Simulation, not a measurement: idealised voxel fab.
Documented hereafter: the process module known as voxel capacitor over wiring.
Cross-sectional view cut (width: 265 nm; square cell size: 5 nm).
Cross-section layout: square cells on a grid; listed as bands, top to bottom; a band spans one or more cell rows. Basically the band line says how high the top is and how high the bottom is, in nm, and then what's in it from left to right, every material with its width in nm. Empty space shows up as "air", and if a single material carries "all across" it runs the full band edge to edge. Height reference: 0 = level under which incoming wafer is all one material. Lowest band: no bottom, runs on downward, e.g. "0 -> down". The notation "30->40" denotes a width that varies across the rows of cells in the band, beginning at the first number in the top row, finishing at the second number in the bottom row, and changing by an identical amount from each row to the next. Step marked "stayed the same"? Then no cell in the cross-section changed in it. Sealed void listing: empty space of 8 cells or more with no open way to the top, each as width x height at its distance from the left edge, in nm. Post-settings text on a step line: simulator's own remark regarding the step. overlay nm: where the mask lay relative to plan, measured to the right, on steps with a mask; negatives go left.
Listed below are the process steps as planned:
| 1 | RECEIVE: material Si |
| 2 | CONFORMAL_DEP: material SiO2, thk nm 10 |
| 3 | DIRECTIONAL_DEP: material TiN, thk nm 5 |
| 4 | DIRECTIONAL_DEP: material W, thk nm 20 |
| 5 | PATTERN: tone cover, mask id METAL_1, material resist, width nm 25, pitch nm 75, thk nm 20, overlay nm 0 |
| 6 | DIRECTIONAL_ETCH: etch materials W, depth nm 20 |
| 7 | DIRECTIONAL_ETCH: etch materials TiN, depth nm 5 |
| 8 | STRIP: etch materials resist |
| 9 | FILL_DEP: material lowk, thk nm 10 |
| 10 | CMP: height nm 35 |
| 11 | CONFORMAL_DEP: material SiCN, thk nm 5 |
| 12 | DIRECTIONAL_DEP: material lowk, thk nm 20 |
| 13 | DIRECTIONAL_DEP: material aC, thk nm 15 |
| 14 | PATTERN: tone open, mask id PLUG_1, material resist, width nm 15, thk nm 30, overlay nm 0 |
| 15 | DIRECTIONAL_ETCH: etch materials aC, depth nm 15 |
| 16 | STRIP: etch materials resist |
| 17 | DIRECTIONAL_ETCH: etch materials lowk, depth nm 20 |
| 18 | DIRECTIONAL_ETCH: etch materials SiCN, depth nm 5 |
| 19 | STRIP: etch materials aC |
| 20 | EPI: material Ru, thk nm 10 |
| 21 | EPI: material Ru, thk nm 10 |
| 22 | EPI: material Ru, thk nm 5 |
| 23 | DIRECTIONAL_DEP: material TiN, thk nm 5 |
| 24 | DIRECTIONAL_DEP: material SiN, thk nm 5 |
| 25 | DIRECTIONAL_DEP: material TiN, thk nm 10 |
| 26 | DIRECTIONAL_DEP: material aC, thk nm 15 |
| 27 | PATTERN: tone cover, mask id UPPER_PLATE, material resist, width nm 55, thk nm 30, overlay nm 0 |
| 28 | DIRECTIONAL_ETCH: etch materials aC, depth nm 15 |
| 29 | STRIP: etch materials resist |
| 30 | DIRECTIONAL_ETCH: etch materials TiN, depth nm 10 |
| 31 | DIRECTIONAL_ETCH: etch materials SiN, depth nm 5 |
| 32 | STRIP: etch materials aC |
| 33 | MASKED_ETCH: tone cover, mask id LOWER_PLATE, width nm 65, etch materials TiN, depth nm 5, overlay nm 0 |
| 34 | FILL_DEP: material SiO2, thk nm 15 |
| 35 | CMP: height nm 90 |
| 36 | DIRECTIONAL_DEP: material aC, thk nm 15 |
| 37 | PATTERN: tone open, mask id PLUG_2, material resist, width nm 15, thk nm 30, overlay nm 0 |
| 38 | DIRECTIONAL_ETCH: etch materials aC, depth nm 15 |
| 39 | STRIP: etch materials resist |
| 40 | DIRECTIONAL_ETCH: etch materials SiO2, depth nm 10 |
| 41 | STRIP: etch materials aC |
| 42 | CONFORMAL_DEP: material TiN, thk nm 5 |
| 43 | FILL_DEP: material W, thk nm 10 |
| 44 | CMP: height nm 90 |
| 45 | CONFORMAL_DEP: material SiCN, thk nm 5 |
As-received state of the wafer in cross-section, equivalent to post-step 1:
0 -> down  Si all across
Sealed void listing: none
Cross-section, first of two wafers, end of module, run as planned:
95 -> 90  SiCN all across
90 -> 85  100 of SiO2, 5 of TiN, 5 of W, 5 of TiN, 150 of SiO2
85 -> 80  100 of SiO2, 15 of TiN, 150 of SiO2
80 -> 70  90 of SiO2, 55 of TiN, 120 of SiO2
70 -> 65  90 of SiO2, 55 of SiN, 120 of SiO2
65 -> 60  85 of SiO2, 65 of TiN, 115 of SiO2
60 -> 40  90 of lowk, 15 of Ru, 160 of lowk
40 -> 35  90 of SiCN, 15 of Ru, 160 of SiCN
35 -> 15  80 of lowk, 25 of W, 50 of lowk, 25 of W, 85 of lowk
15 -> 10  80 of lowk, 25 of TiN, 50 of lowk, 25 of TiN, 85 of lowk
10 -> 0  SiO2 all across
0 -> down  Si all across
Sealed void listing: none
Cross-section of the latter of the two wafers at module completion. It had an identical start and an identical plan to the former; in running it, one mistake was made:
95 -> 90  SiCN all across
90 -> 85  100 of SiO2, 5 of TiN, 5 of W, 5 of TiN, 150 of SiO2
85 -> 80  100 of SiO2, 15 of TiN, 150 of SiO2
80 -> 75  SiO2 all across
75 -> 65  90 of SiO2, 55 of TiN, 120 of SiO2
65 -> 60  90 of SiO2, 55 of SiN, 120 of SiO2
60 -> 40  90 of lowk, 15 of Ru, 160 of lowk
40 -> 35  90 of SiCN, 15 of Ru, 160 of SiCN
35 -> 15  80 of lowk, 25 of W, 50 of lowk, 25 of W, 85 of lowk
15 -> 10  80 of lowk, 25 of TiN, 50 of lowk, 25 of TiN, 85 of lowk
10 -> 0  SiO2 all across
0 -> down  Si all across
Sealed void listing: none
What broke from the plan during processing? step 23 of the plan was jumped over and never run
Final comparison by cell count, materials where the second wafer has more or fewer than the first: +13 SiO2, -13 TiN
